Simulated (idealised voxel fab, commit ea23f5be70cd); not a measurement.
Name of the process module below: voxel capacitor over wiring
Section cut is 205 nm wide and gridded with 5 nm square cells.
A cross-section is a grid of square cells, given in bands from the top down. A band is one or more rows of cells.
This entry defines a band. It first specifies the height of the band's top and the height of its bottom in nm, and then specifies the band's materials from left to right, stating each material with its width in nm. The word "everywhere" identifies a single material that fills the band from edge to edge, while the word "blank" identifies empty space.
It should be noted that heights are counted from 0, beneath which the wafer as supplied is of one material throughout, and that the lowest band possesses no lower boundary but continues downward, as written in "0..down".
Think of "30->40" as a width that walks from the first number to the second as you go down the band, top row to bottom row, taking equal-sized steps from row to row.
"nothing altered", as given for a step, is the statement that not any cell of the cross-section underwent a change during that step.
So "Enclosed void catalog" is basically the list of trapped voids: any empty space of 8 cells or more that can't reach the top through an opening. They're written width x height at distance, the distance being from the left edge, and it's all nm.
Formally, on a step line, whatever follows the settings is a remark that the simulator itself makes on the step.
overlay nm: where the mask lay relative to plan, measured to the right, on steps with a mask; negatives go left.
The planned process steps are enumerated hereunder:
- 1: RECEIVE: material Si
- 2: CONFORMAL_DEP: material SiO2, thk nm 10
- 3: CONFORMAL_DEP: material SiCN, thk nm 5
- 4: DIRECTIONAL_DEP: material lowk, thk nm 15
- 5: PATTERN: tone open, mask id METAL_1, material resist, width nm 25, pitch nm 95, thk nm 15, overlay nm 0
- 6: DIRECTIONAL_ETCH: etch materials lowk, depth nm 15
- 7: DIRECTIONAL_ETCH: etch materials SiCN, depth nm 5
- 8: STRIP: etch materials resist
- 9: CONFORMAL_DEP: material TiN, thk nm 5
- 10: FILL_DEP: material Cu, thk nm 5
- 11: CMP: height nm 30
- 12: EPI: material Ru, thk nm 5
- 13: FILL_DEP: material SiCN, thk nm 5
- 14: DIRECTIONAL_DEP: material lowk, thk nm 15
- 15: DIRECTIONAL_DEP: material aC, thk nm 15
- 16: PATTERN: tone open, mask id PLUG_1, material resist, width nm 15, thk nm 35, overlay nm 0
- 17: DIRECTIONAL_ETCH: etch materials aC, depth nm 15
- 18: STRIP: etch materials resist
- 19: DIRECTIONAL_ETCH: etch materials lowk, depth nm 15
- 20: DIRECTIONAL_ETCH: etch materials SiCN, depth nm 5
- 21: STRIP: etch materials aC
- 22: EPI: material Ru, thk nm 10
- 23: EPI: material Ru, thk nm 10
- 24: DIRECTIONAL_DEP: material TiN, thk nm 10
- 25: DIRECTIONAL_DEP: material Al2O3, thk nm 5
- 26: DIRECTIONAL_DEP: material TiN, thk nm 5
- 27: MASKED_ETCH: tone cover, mask id UPPER_PLATE, width nm 75, etch materials TiN, depth nm 5, overlay nm 0
- 28: MASKED_ETCH: tone cover, mask id UPPER_PLATE, width nm 75, etch materials Al2O3, depth nm 5, overlay nm 0
- 29: PATTERN: tone cover, mask id LOWER_PLATE, material resist, width nm 85, thk nm 20, overlay nm 0
- 30: DIRECTIONAL_ETCH: etch materials TiN, depth nm 10
- 31: STRIP: etch materials resist
- 32: FILL_DEP: material SiO2, thk nm 20
- 33: CMP: height nm 90
- 34: DIRECTIONAL_DEP: material aC, thk nm 10
- 35: PATTERN: tone open, mask id PLUG_2, material resist, width nm 15, thk nm 30, overlay nm 0
- 36: DIRECTIONAL_ETCH: etch materials aC, depth nm 10
- 37: STRIP: etch materials resist
- 38: DIRECTIONAL_ETCH: etch materials SiO2, depth nm 15
- 39: STRIP: etch materials aC
- 40: CONFORMAL_DEP: material TiN, thk nm 5
- 41: FILL_DEP: material Ru, thk nm 5
- 42: CMP: height nm 90
- 43: CONFORMAL_DEP: material SiN, thk nm 5
As-received wafer cross-section (after step 1):
> 0..down: Si everywhere
> Enclosed void catalog: none
The following cross-section depicts the wafer upon conclusion of the module. Processing commenced from the starting condition illustrated above and adhered to the plan illustrated above, save for one mistake in execution:
> 95..90: SiN everywhere
> 90..80: SiO2: 60 / TiN: 5 / Ru: 5 / TiN: 5 / SiO2: 130
> 80..75: SiO2: 60 / TiN: 15 / SiO2: 130
> 75..70: SiO2: 45 / TiN: 5 / SiO2: 75 / TiN: 5 / SiO2: 75
> 70..65: Al2O3 everywhere
> 65..55: TiN everywhere
> 55..40: lowk: 50 / Ru: 15 / lowk: 140
> 40..35: SiCN: 50 / Ru: 15 / SiCN: 140
> 35..30: SiCN: 35 / Ru: 35 / SiCN: 60 / Ru: 35 / SiCN: 40
> 30..15: lowk: 40 / TiN: 5 / Cu: 15 / TiN: 5 / lowk: 70 / TiN: 5 / Cu: 15 / TiN: 5 / lowk: 45
> 15..10: SiCN: 40 / TiN: 25 / SiCN: 70 / TiN: 25 / SiCN: 45
> 10..0: SiO2 everywhere
> 0..down: Si everywhere
> Enclosed void catalog: none
What broke from the plan during processing? note that step 27 departed from the planned setting and was carried out as MASKED_ETCH: tone open, mask id UPPER_PLATE, width nm 75, etch materials TiN, depth nm 5, overlay nm 0
